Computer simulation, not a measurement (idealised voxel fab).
voxel wiring stack: a process module
Xsec cut, 180 nm wide, square cell size 5 nm.
Format of a cross-section: grid, square cells. Given as bands. Order: top down. Band: one or more rows of cells.
The entry gives the band's vertical extent as a top height and a bottom height in nm, then its horizontal make-up as materials from left to right, each with a width in nm. "air" stands for empty space; a single material marked "edge to edge" fills the band edge to edge.
All heights in this document are referenced to 0, defined as the level beneath which the wafer, as received, consists entirely of one material. The lowest band is not bounded below; it extends indefinitely downward and is written in the form "0 -> down".
A width such as "30..40" changes by the same amount from each row of cells to the next, from the band's top row to its bottom row.
Step note "changes: none" = no cross-section cell changed.
Each empty space that has no open way to the top and spans at least 8 cells appears under "Closed void inventory" as width x height at distance, the distance counted from the left edge, all in nm.
Formally, on a step line, whatever follows the settings is a remark that the simulator itself makes on the step.
"overlay nm", when on a step's line for a step with a mask, measures how far to the right of its planned place the mask lay; a negative measure means to the left.
# Set out below are the planned steps of the process
step 1: op RECEIVE | material Si
step 2: op CONFORMAL_DEP | material SiO2 | thk nm 10
step 3: op CONFORMAL_DEP | material SiN | thk nm 5
step 4: op DIRECTIONAL_DEP | material SiO2 | thk nm 25
step 5: op PATTERN | tone open | mask id METAL_1 | material resist | width nm 30 | pitch nm 60 | thk nm 20 | overlay nm 0
step 6: op DIRECTIONAL_ETCH | etch materials SiO2 | depth nm 25
step 7: op DIRECTIONAL_ETCH | etch materials SiN | depth nm 5
step 8: op STRIP | etch materials resist
step 9: op CONFORMAL_DEP | material TiN | thk nm 5
step 10: op FILL_DEP | material W | thk nm 5
step 11: op CMP | height nm 40
step 12: op CONFORMAL_DEP | material SiCN | thk nm 5
step 13: op DIRECTIONAL_DEP | material SiO2 | thk nm 10
step 14: op MASKED_ETCH | tone open | mask id PLUG_1 | width nm 15 | etch materials SiO2 | depth nm 10 | overlay nm 0
step 15: op MASKED_ETCH | tone open | mask id PLUG_1 | width nm 15 | etch materials SiCN | depth nm 5 | overlay nm 0
step 16: op CONFORMAL_DEP | material TiN | thk nm 5
step 17: op FILL_DEP | material Cu | thk nm 5
step 18: op CMP | height nm 55
step 19: op DIRECTIONAL_DEP | material TiN | thk nm 5
step 20: op DIRECTIONAL_DEP | material Ru | thk nm 25
step 21: op PATTERN | tone cover | mask id METAL_2 | material resist | width nm 30 | pitch nm 60 | thk nm 15 | overlay nm 0
step 22: op DIRECTIONAL_ETCH | etch materials Ru | depth nm 25
step 23: op DIRECTIONAL_ETCH | etch materials TiN | depth nm 5
step 24: op STRIP | etch materials resist
step 25: op CONFORMAL_DEP | material SiCN | thk nm 5
step 26: op FILL_DEP | material SiO2 | thk nm 10
step 27: op CMP | height nm 85
step 28: op CONFORMAL_DEP | material SiCN | thk nm 5
step 29: op DIRECTIONAL_DEP | material SiO2 | thk nm 30
step 30: op DIRECTIONAL_DEP | material aC | thk nm 10
step 31: op PATTERN | tone open | mask id METAL_3_HOLES | material resist | width nm 15 | pitch nm 60 | thk nm 30 | overlay nm 0
step 32: op DIRECTIONAL_ETCH | etch materials aC | depth nm 10
step 33: op STRIP | etch materials resist
step 34: op DIRECTIONAL_ETCH | etch materials SiO2 | depth nm 30
step 35: op STRIP | etch materials aC
step 36: op PATTERN | tone open | mask id METAL_3 | material resist | width nm 30 | pitch nm 60 | thk nm 15 | overlay nm 0
step 37: op DIRECTIONAL_ETCH | etch materials SiO2 | depth nm 20
step 38: op DIRECTIONAL_ETCH | etch materials SiCN | depth nm 5
step 39: op STRIP | etch materials resist
step 40: op CONFORMAL_DEP | material TiN | thk nm 5
step 41: op FILL_DEP | material Cu | thk nm 10
step 42: op CMP | height nm 120
step 43: op CONFORMAL_DEP | material SiN | thk nm 5
# First wafer of two (run as planned)
# Delivered wafer in cross-section: state after step 1
> 0 -> down: Si edge to edge
> Closed void inventory: none
# Presented here is a cross-section of the wafer after step 2 has been performed
> 10 -> 0: SiO2 edge to edge
> Under 0: no change, same as before.
# Presented here is a cross-section of the wafer after step 3 has been performed
> 15 -> 10: SiN edge to edge
> Under 10: no change, same as before.
# Presented here is a cross-section of the wafer after step 4 has been performed
> 40 -> 15: SiO2 edge to edge
> Under 15: no change, same as before.
# Presented here is a cross-section of the wafer after step 5 has been performed
> 60 -> 40: resist: 45 | air: 30 | resist: 30 | air: 30 | resist: 45
> Under 40: no change, same as before.
# Presented here is a cross-section of the wafer after step 6 has been performed
> 60 -> 40: resist: 45 | air: 30 | resist: 30 | air: 30 | resist: 45
> 40 -> 15: SiO2: 45 | air: 30 | SiO2: 30 | air: 30 | SiO2: 45
> Under 15: no change, same as before.
# Presented here is a cross-section of the wafer after step 7 has been performed
> 60 -> 40: resist: 45 | air: 30 | resist: 30 | air: 30 | resist: 45
> 40 -> 15: SiO2: 45 | air: 30 | SiO2: 30 | air: 30 | SiO2: 45
> 15 -> 10: SiN: 45 | air: 30 | SiN: 30 | air: 30 | SiN: 45
> Under 10: no change, same as before.
# Presented here is a cross-section of the wafer after step 8 has been performed
> 40 -> 15: SiO2: 45 | air: 30 | SiO2: 30 | air: 30 | SiO2: 45
> Under 15: no change, same as before.
# Presented here is a cross-section of the wafer after step 9 has been performed
> 45 -> 40: TiN: 50 | air: 20 | TiN: 40 | air: 20 | TiN: 50
> 40 -> 15: SiO2: 45 | TiN: 5 | air: 20 | TiN: 5 | SiO2: 30 | TiN: 5 | air: 20 | TiN: 5 | SiO2: 45
> 15 -> 10: SiN: 45 | TiN: 30 | SiN: 30 | TiN: 30 | SiN: 45
> Under 10: no change, same as before.
# Presented here is a cross-section of the wafer after step 10 has been performed
> 50 -> 45: W edge to edge
> 45 -> 40: TiN: 50 | W: 20 | TiN: 40 | W: 20 | TiN: 50
> 40 -> 15: SiO2: 45 | TiN: 5 | W: 20 | TiN: 5 | SiO2: 30 | TiN: 5 | W: 20 | TiN: 5 | SiO2: 45
> Under 15: no change, same as before.
# Presented here is a cross-section of the wafer after step 11 has been performed
> 40 -> 15: SiO2: 45 | TiN: 5 | W: 20 | TiN: 5 | SiO2: 30 | TiN: 5 | W: 20 | TiN: 5 | SiO2: 45
> Under 15: no change, same as before.
# Presented here is a cross-section of the wafer after step 12 has been performed
> 45 -> 40: SiCN edge to edge
> Under 40: no change, same as before.
# Presented here is a cross-section of the wafer after step 13 has been performed
> 55 -> 45: SiO2 edge to edge
> Under 45: no change, same as before.
# Presented here is a cross-section of the wafer after step 14 has been performed
> 55 -> 45: SiO2: 45 | air: 15 | SiO2: 120
> Under 45: no change, same as before.
# Presented here is a cross-section of the wafer after step 15 has been performed
> 55 -> 45: SiO2: 45 | air: 15 | SiO2: 120
> 45 -> 40: SiCN: 45 | air: 15 | SiCN: 120
> Under 40: no change, same as before.
# Presented here is a cross-section of the wafer after step 16 has been performed
> 60 -> 55: TiN: 50 | air: 5 | TiN: 125
> 55 -> 45: SiO2: 45 | TiN: 5 | air: 5 | TiN: 5 | SiO2: 120
> 45 -> 40: SiCN: 45 | TiN: 15 | SiCN: 120
> Under 40: no change, same as before.
# Presented here is a cross-section of the wafer after step 17 has been performed
> 65 -> 60: Cu edge to edge
> 60 -> 55: TiN: 50 | Cu: 5 | TiN: 125
> 55 -> 45: SiO2: 45 | TiN: 5 | Cu: 5 | TiN: 5 | SiO2: 120
> Under 45: no change, same as before.
# Presented here is a cross-section of the wafer after step 18 has been performed
> 55 -> 45: SiO2: 45 | TiN: 5 | Cu: 5 | TiN: 5 | SiO2: 120
> Under 45: no change, same as before.
# Presented here is a cross-section of the wafer after step 19 has been performed
> 60 -> 55: TiN edge to edge
> Under 55: no change, same as before.
# Presented here is a cross-section of the wafer after step 20 has been performed
> 85 -> 60: Ru edge to edge
> Under 60: no change, same as before.
# Presented here is a cross-section of the wafer after step 21 has been performed
> 100 -> 85: air: 45 | resist: 30 | air: 30 | resist: 30 | air: 45
> Under 85: no change, same as before.
# Presented here is a cross-section of the wafer after step 22 has been performed
> 100 -> 85: air: 45 | resist: 30 | air: 30 | resist: 30 | air: 45
> 85 -> 60: air: 45 | Ru: 30 | air: 30 | Ru: 30 | air: 45
> Under 60: no change, same as before.
# Presented here is a cross-section of the wafer after step 23 has been performed
> 100 -> 85: air: 45 | resist: 30 | air: 30 | resist: 30 | air: 45
> 85 -> 60: air: 45 | Ru: 30 | air: 30 | Ru: 30 | air: 45
> 60 -> 55: air: 45 | TiN: 30 | air: 30 | TiN: 30 | air: 45
> Under 55: no change, same as before.
# Presented here is a cross-section of the wafer after step 24 has been performed
> 85 -> 60: air: 45 | Ru: 30 | air: 30 | Ru: 30 | air: 45
> Under 60: no change, same as before.
# Presented here is a cross-section of the wafer after step 25 has been performed
> 90 -> 85: air: 40 | SiCN: 40 | air: 20 | SiCN: 40 | air: 40
> 85 -> 60: air: 40 | SiCN: 5 | Ru: 30 | SiCN: 5 | air: 20 | SiCN: 5 | Ru: 30 | SiCN: 5 | air: 40
> 60 -> 55: SiCN: 45 | TiN: 30 | SiCN: 30 | TiN: 30 | SiCN: 45
> Under 55: no change, same as before.
# Presented here is a cross-section of the wafer after step 26 has been performed
> 100 -> 90: SiO2 edge to edge
> 90 -> 85: SiO2: 40 | SiCN: 40 | SiO2: 20 | SiCN: 40 | SiO2: 40
> 85 -> 60: SiO2: 40 | SiCN: 5 | Ru: 30 | SiCN: 5 | SiO2: 20 | SiCN: 5 | Ru: 30 | SiCN: 5 | SiO2: 40
> Under 60: no change, same as before.
# Presented here is a cross-section of the wafer after step 27 has been performed
> 85 -> 60: SiO2: 40 | SiCN: 5 | Ru: 30 | SiCN: 5 | SiO2: 20 | SiCN: 5 | Ru: 30 | SiCN: 5 | SiO2: 40
> Under 60: no change, same as before.
# Presented here is a cross-section of the wafer after step 28 has been performed
> 90 -> 85: SiCN edge to edge
> Under 85: no change, same as before.
# Presented here is a cross-section of the wafer after step 29 has been performed
> 120 -> 90: SiO2 edge to edge
> Under 90: no change, same as before.
# Presented here is a cross-section of the wafer after step 30 has been performed
> 130 -> 120: aC edge to edge
> Under 120: no change, same as before.
# Presented here is a cross-section of the wafer after step 31 has been performed
> 160 -> 130: resist: 45 | air: 15 | resist: 45 | air: 15 | resist: 60
> Under 130: no change, same as before.
# Presented here is a cross-section of the wafer after step 32 has been performed
> 150 -> 130: resist: 45 | air: 15 | resist: 45 | air: 15 | resist: 60
> 130 -> 120: aC: 45 | air: 15 | aC: 45 | air: 15 | aC: 60
> Under 120: no change, same as before.
# Presented here is a cross-section of the wafer after step 33 has been performed
> 130 -> 120: aC: 45 | air: 15 | aC: 45 | air: 15 | aC: 60
> Under 120: no change, same as before.
# Presented here is a cross-section of the wafer after step 34 has been performed
> 130 -> 120: aC: 45 | air: 15 | aC: 45 | air: 15 | aC: 60
> 120 -> 90: SiO2: 45 | air: 15 | SiO2: 45 | air: 15 | SiO2: 60
> Under 90: no change, same as before.
# Presented here is a cross-section of the wafer after step 35 has been performed
> 120 -> 90: SiO2: 45 | air: 15 | SiO2: 45 | air: 15 | SiO2: 60
> Under 90: no change, same as before.
# Presented here is a cross-section of the wafer after step 36 has been performed
> 135 -> 120: resist: 45 | air: 30 | resist: 30 | air: 30 | resist: 45
> Under 120: no change, same as before.
# Presented here is a cross-section of the wafer after step 37 has been performed
> 135 -> 120: resist: 45 | air: 30 | resist: 30 | air: 30 | resist: 45
> 120 -> 100: SiO2: 45 | air: 30 | SiO2: 30 | air: 30 | SiO2: 45
> Under 100: no change, same as before.
# Presented here is a cross-section of the wafer after step 38 has been performed
> 135 -> 120: resist: 45 | air: 30 | resist: 30 | air: 30 | resist: 45
> 120 -> 100: SiO2: 45 | air: 30 | SiO2: 30 | air: 30 | SiO2: 45
> 100 -> 90: SiO2: 45 | air: 15 | SiO2: 45 | air: 15 | SiO2: 60
> 90 -> 85: SiCN: 45 | air: 15 | SiCN: 45 | air: 15 | SiCN: 60
> Under 85: no change, same as before.
# Presented here is a cross-section of the wafer after step 39 has been performed
> 120 -> 100: SiO2: 45 | air: 30 | SiO2: 30 | air: 30 | SiO2: 45
> Under 100: no change, same as before.
# Presented here is a cross-section of the wafer after step 40 has been performed
> 125 -> 120: TiN: 50 | air: 20 | TiN: 40 | air: 20 | TiN: 50
> 120 -> 105: SiO2: 45 | TiN: 5 | air: 20 | TiN: 5 | SiO2: 30 | TiN: 5 | air: 20 | TiN: 5 | SiO2: 45
> 105 -> 100: SiO2: 45 | TiN: 5 | air: 5 | TiN: 20 | SiO2: 30 | TiN: 5 | air: 5 | TiN: 20 | SiO2: 45
> 100 -> 90: SiO2: 45 | TiN: 5 | air: 5 | TiN: 5 | SiO2: 45 | TiN: 5 | air: 5 | TiN: 5 | SiO2: 60
> 90 -> 85: SiCN: 45 | TiN: 15 | SiCN: 45 | TiN: 15 | SiCN: 60
> Under 85: no change, same as before.
# Presented here is a cross-section of the wafer after step 41 has been performed
> 135 -> 125: Cu edge to edge
> 125 -> 120: TiN: 50 | Cu: 20 | TiN: 40 | Cu: 20 | TiN: 50
> 120 -> 105: SiO2: 45 | TiN: 5 | Cu: 20 | TiN: 5 | SiO2: 30 | TiN: 5 | Cu: 20 | TiN: 5 | SiO2: 45
> 105 -> 100: SiO2: 45 | TiN: 5 | Cu: 5 | TiN: 20 | SiO2: 30 | TiN: 5 | Cu: 5 | TiN: 20 | SiO2: 45
> 100 -> 90: SiO2: 45 | TiN: 5 | Cu: 5 | TiN: 5 | SiO2: 45 | TiN: 5 | Cu: 5 | TiN: 5 | SiO2: 60
> Under 90: no change, same as before.
# Presented here is a cross-section of the wafer after step 42 has been performed
> 120 -> 105: SiO2: 45 | TiN: 5 | Cu: 20 | TiN: 5 | SiO2: 30 | TiN: 5 | Cu: 20 | TiN: 5 | SiO2: 45
> Under 105: no change, same as before.
# Presented here is a cross-section of the wafer after step 43 has been performed
> 125 -> 120: SiN edge to edge
> Under 120: no change, same as before.
# Companion wafer, the second of two: same beginning, same intended sequence, one mistake in carrying it out; through step 1 inclusive it tracks the first exactly
# Second wafer profile in section, at the moment step 2 of the plan was meant to be complete
> 5 -> 0: SiN edge to edge
> Under 0: no change, same as before.
# Second wafer profile in section, at the moment step 3 of the plan was meant to be complete
> 15 -> 5: SiO2 edge to edge
> Under 5: no change, same as before.
# Second wafer profile in section, at the moment step 4 of the plan was meant to be complete
> 40 -> 5: SiO2 edge to edge
> Under 5: no change, same as before.
# Second wafer profile in section, at the moment step 5 of the plan was meant to be complete
> 60 -> 40: resist: 45 | air: 30 | resist: 30 | air: 30 | resist: 45
> Under 40: no change, same as before.
# Second wafer profile in section, at the moment step 6 of the plan was meant to be complete
> 60 -> 40: resist: 45 | air: 30 | resist: 30 | air: 30 | resist: 45
> 40 -> 15: SiO2: 45 | air: 30 | SiO2: 30 | air: 30 | SiO2: 45
> Under 15: no change, same as before.
Second wafer profile in section, at the moment step 7 of the plan was meant to be complete: changes: none
# Second wafer profile in section, at the moment step 8 of the plan was meant to be complete
> 40 -> 15: SiO2: 45 | air: 30 | SiO2: 30 | air: 30 | SiO2: 45
> Under 15: no change, same as before.
# Second wafer profile in section, at the moment step 9 of the plan was meant to be complete
> 45 -> 40: TiN: 50 | air: 20 | TiN: 40 | air: 20 | TiN: 50
> 40 -> 20: SiO2: 45 | TiN: 5 | air: 20 | TiN: 5 | SiO2: 30 | TiN: 5 | air: 20 | TiN: 5 | SiO2: 45
> 20 -> 15: SiO2: 45 | TiN: 30 | SiO2: 30 | TiN: 30 | SiO2: 45
> Under 15: no change, same as before.
# Second wafer profile in section, at the moment step 10 of the plan was meant to be complete
> 50 -> 45: W edge to edge
> 45 -> 40: TiN: 50 | W: 20 | TiN: 40 | W: 20 | TiN: 50
> 40 -> 20: SiO2: 45 | TiN: 5 | W: 20 | TiN: 5 | SiO2: 30 | TiN: 5 | W: 20 | TiN: 5 | SiO2: 45
> Under 20: no change, same as before.
# Second wafer profile in section, at the moment step 11 of the plan was meant to be complete
> 40 -> 20: SiO2: 45 | TiN: 5 | W: 20 | TiN: 5 | SiO2: 30 | TiN: 5 | W: 20 | TiN: 5 | SiO2: 45
> Under 20: no change, same as before.
# Second wafer profile in section, at the moment step 12 of the plan was meant to be complete
> 45 -> 40: SiCN edge to edge
> Under 40: no change, same as before.
# Second wafer profile in section, at the moment step 13 of the plan was meant to be complete
> 55 -> 45: SiO2 edge to edge
> Under 45: no change, same as before.
# Second wafer profile in section, at the moment step 14 of the plan was meant to be complete
> 55 -> 45: SiO2: 45 | air: 15 | SiO2: 120
> Under 45: no change, same as before.
# Second wafer profile in section, at the moment step 15 of the plan was meant to be complete
> 55 -> 45: SiO2: 45 | air: 15 | SiO2: 120
> 45 -> 40: SiCN: 45 | air: 15 | SiCN: 120
> Under 40: no change, same as before.
# Second wafer profile in section, at the moment step 16 of the plan was meant to be complete
> 60 -> 55: TiN: 50 | air: 5 | TiN: 125
> 55 -> 45: SiO2: 45 | TiN: 5 | air: 5 | TiN: 5 | SiO2: 120
> 45 -> 40: SiCN: 45 | TiN: 15 | SiCN: 120
> Under 40: no change, same as before.
# Second wafer profile in section, at the moment step 17 of the plan was meant to be complete
> 65 -> 60: Cu edge to edge
> 60 -> 55: TiN: 50 | Cu: 5 | TiN: 125
> 55 -> 45: SiO2: 45 | TiN: 5 | Cu: 5 | TiN: 5 | SiO2: 120
> Under 45: no change, same as before.
# Second wafer profile in section, at the moment step 18 of the plan was meant to be complete
> 55 -> 45: SiO2: 45 | TiN: 5 | Cu: 5 | TiN: 5 | SiO2: 120
> Under 45: no change, same as before.
# Second wafer profile in section, at the moment step 19 of the plan was meant to be complete
> 60 -> 55: TiN edge to edge
> Under 55: no change, same as before.
# Second wafer profile in section, at the moment step 20 of the plan was meant to be complete
> 85 -> 60: Ru edge to edge
> Under 60: no change, same as before.
# Second wafer profile in section, at the moment step 21 of the plan was meant to be complete
> 100 -> 85: air: 45 | resist: 30 | air: 30 | resist: 30 | air: 45
> Under 85: no change, same as before.
# Second wafer profile in section, at the moment step 22 of the plan was meant to be complete
> 100 -> 85: air: 45 | resist: 30 | air: 30 | resist: 30 | air: 45
> 85 -> 60: air: 45 | Ru: 30 | air: 30 | Ru: 30 | air: 45
> Under 60: no change, same as before.
# Second wafer profile in section, at the moment step 23 of the plan was meant to be complete
> 100 -> 85: air: 45 | resist: 30 | air: 30 | resist: 30 | air: 45
> 85 -> 60: air: 45 | Ru: 30 | air: 30 | Ru: 30 | air: 45
> 60 -> 55: air: 45 | TiN: 30 | air: 30 | TiN: 30 | air: 45
> Under 55: no change, same as before.
# Second wafer profile in section, at the moment step 24 of the plan was meant to be complete
> 85 -> 60: air: 45 | Ru: 30 | air: 30 | Ru: 30 | air: 45
> Under 60: no change, same as before.
# Second wafer profile in section, at the moment step 25 of the plan was meant to be complete
> 90 -> 85: air: 40 | SiCN: 40 | air: 20 | SiCN: 40 | air: 40
> 85 -> 60: air: 40 | SiCN: 5 | Ru: 30 | SiCN: 5 | air: 20 | SiCN: 5 | Ru: 30 | SiCN: 5 | air: 40
> 60 -> 55: SiCN: 45 | TiN: 30 | SiCN: 30 | TiN: 30 | SiCN: 45
> Under 55: no change, same as before.
# Second wafer profile in section, at the moment step 26 of the plan was meant to be complete
> 100 -> 90: SiO2 edge to edge
> 90 -> 85: SiO2: 40 | SiCN: 40 | SiO2: 20 | SiCN: 40 | SiO2: 40
> 85 -> 60: SiO2: 40 | SiCN: 5 | Ru: 30 | SiCN: 5 | SiO2: 20 | SiCN: 5 | Ru: 30 | SiCN: 5 | SiO2: 40
> Under 60: no change, same as before.
# Second wafer profile in section, at the moment step 27 of the plan was meant to be complete
> 85 -> 60: SiO2: 40 | SiCN: 5 | Ru: 30 | SiCN: 5 | SiO2: 20 | SiCN: 5 | Ru: 30 | SiCN: 5 | SiO2: 40
> Under 60: no change, same as before.
# Second wafer profile in section, at the moment step 28 of the plan was meant to be complete
> 90 -> 85: SiCN edge to edge
> Under 85: no change, same as before.
# Second wafer profile in section, at the moment step 29 of the plan was meant to be complete
> 120 -> 90: SiO2 edge to edge
> Under 90: no change, same as before.
# Second wafer profile in section, at the moment step 30 of the plan was meant to be complete
> 130 -> 120: aC edge to edge
> Under 120: no change, same as before.
# Second wafer profile in section, at the moment step 31 of the plan was meant to be complete
> 160 -> 130: resist: 45 | air: 15 | resist: 45 | air: 15 | resist: 60
> Under 130: no change, same as before.
# Second wafer profile in section, at the moment step 32 of the plan was meant to be complete
> 150 -> 130: resist: 45 | air: 15 | resist: 45 | air: 15 | resist: 60
> 130 -> 120: aC: 45 | air: 15 | aC: 45 | air: 15 | aC: 60
> Under 120: no change, same as before.
# Second wafer profile in section, at the moment step 33 of the plan was meant to be complete
> 130 -> 120: aC: 45 | air: 15 | aC: 45 | air: 15 | aC: 60
> Under 120: no change, same as before.
# Second wafer profile in section, at the moment step 34 of the plan was meant to be complete
> 130 -> 120: aC: 45 | air: 15 | aC: 45 | air: 15 | aC: 60
> 120 -> 90: SiO2: 45 | air: 15 | SiO2: 45 | air: 15 | SiO2: 60
> Under 90: no change, same as before.
# Second wafer profile in section, at the moment step 35 of the plan was meant to be complete
> 120 -> 90: SiO2: 45 | air: 15 | SiO2: 45 | air: 15 | SiO2: 60
> Under 90: no change, same as before.
# Second wafer profile in section, at the moment step 36 of the plan was meant to be complete
> 135 -> 120: resist: 45 | air: 30 | resist: 30 | air: 30 | resist: 45
> Under 120: no change, same as before.
# Second wafer profile in section, at the moment step 37 of the plan was meant to be complete
> 135 -> 120: resist: 45 | air: 30 | resist: 30 | air: 30 | resist: 45
> 120 -> 100: SiO2: 45 | air: 30 | SiO2: 30 | air: 30 | SiO2: 45
> Under 100: no change, same as before.
# Second wafer profile in section, at the moment step 38 of the plan was meant to be complete
> 135 -> 120: resist: 45 | air: 30 | resist: 30 | air: 30 | resist: 45
> 120 -> 100: SiO2: 45 | air: 30 | SiO2: 30 | air: 30 | SiO2: 45
> 100 -> 90: SiO2: 45 | air: 15 | SiO2: 45 | air: 15 | SiO2: 60
> 90 -> 85: SiCN: 45 | air: 15 | SiCN: 45 | air: 15 | SiCN: 60
> Under 85: no change, same as before.
# Second wafer profile in section, at the moment step 39 of the plan was meant to be complete
> 120 -> 100: SiO2: 45 | air: 30 | SiO2: 30 | air: 30 | SiO2: 45
> Under 100: no change, same as before.
# Second wafer profile in section, at the moment step 40 of the plan was meant to be complete
> 125 -> 120: TiN: 50 | air: 20 | TiN: 40 | air: 20 | TiN: 50
> 120 -> 105: SiO2: 45 | TiN: 5 | air: 20 | TiN: 5 | SiO2: 30 | TiN: 5 | air: 20 | TiN: 5 | SiO2: 45
> 105 -> 100: SiO2: 45 | TiN: 5 | air: 5 | TiN: 20 | SiO2: 30 | TiN: 5 | air: 5 | TiN: 20 | SiO2: 45
> 100 -> 90: SiO2: 45 | TiN: 5 | air: 5 | TiN: 5 | SiO2: 45 | TiN: 5 | air: 5 | TiN: 5 | SiO2: 60
> 90 -> 85: SiCN: 45 | TiN: 15 | SiCN: 45 | TiN: 15 | SiCN: 60
> Under 85: no change, same as before.
# Second wafer profile in section, at the moment step 41 of the plan was meant to be complete
> 135 -> 125: Cu edge to edge
> 125 -> 120: TiN: 50 | Cu: 20 | TiN: 40 | Cu: 20 | TiN: 50
> 120 -> 105: SiO2: 45 | TiN: 5 | Cu: 20 | TiN: 5 | SiO2: 30 | TiN: 5 | Cu: 20 | TiN: 5 | SiO2: 45
> 105 -> 100: SiO2: 45 | TiN: 5 | Cu: 5 | TiN: 20 | SiO2: 30 | TiN: 5 | Cu: 5 | TiN: 20 | SiO2: 45
> 100 -> 90: SiO2: 45 | TiN: 5 | Cu: 5 | TiN: 5 | SiO2: 45 | TiN: 5 | Cu: 5 | TiN: 5 | SiO2: 60
> Under 90: no change, same as before.
# Second wafer profile in section, at the moment step 42 of the plan was meant to be complete
> 120 -> 105: SiO2: 45 | TiN: 5 | Cu: 20 | TiN: 5 | SiO2: 30 | TiN: 5 | Cu: 20 | TiN: 5 | SiO2: 45
> Under 105: no change, same as before.
# Second wafer profile in section, at the moment step 43 of the plan was meant to be complete
> 125 -> 120: SiN edge to edge
> Under 120: no change, same as before.
Against the plan, the run slipped here: a sequencing error occurred in which plan steps 2 and 3 were transposed
at the end the second wafer has, in cells: SiN: 12 more; TiN: 4 fewer; W: 8 fewer
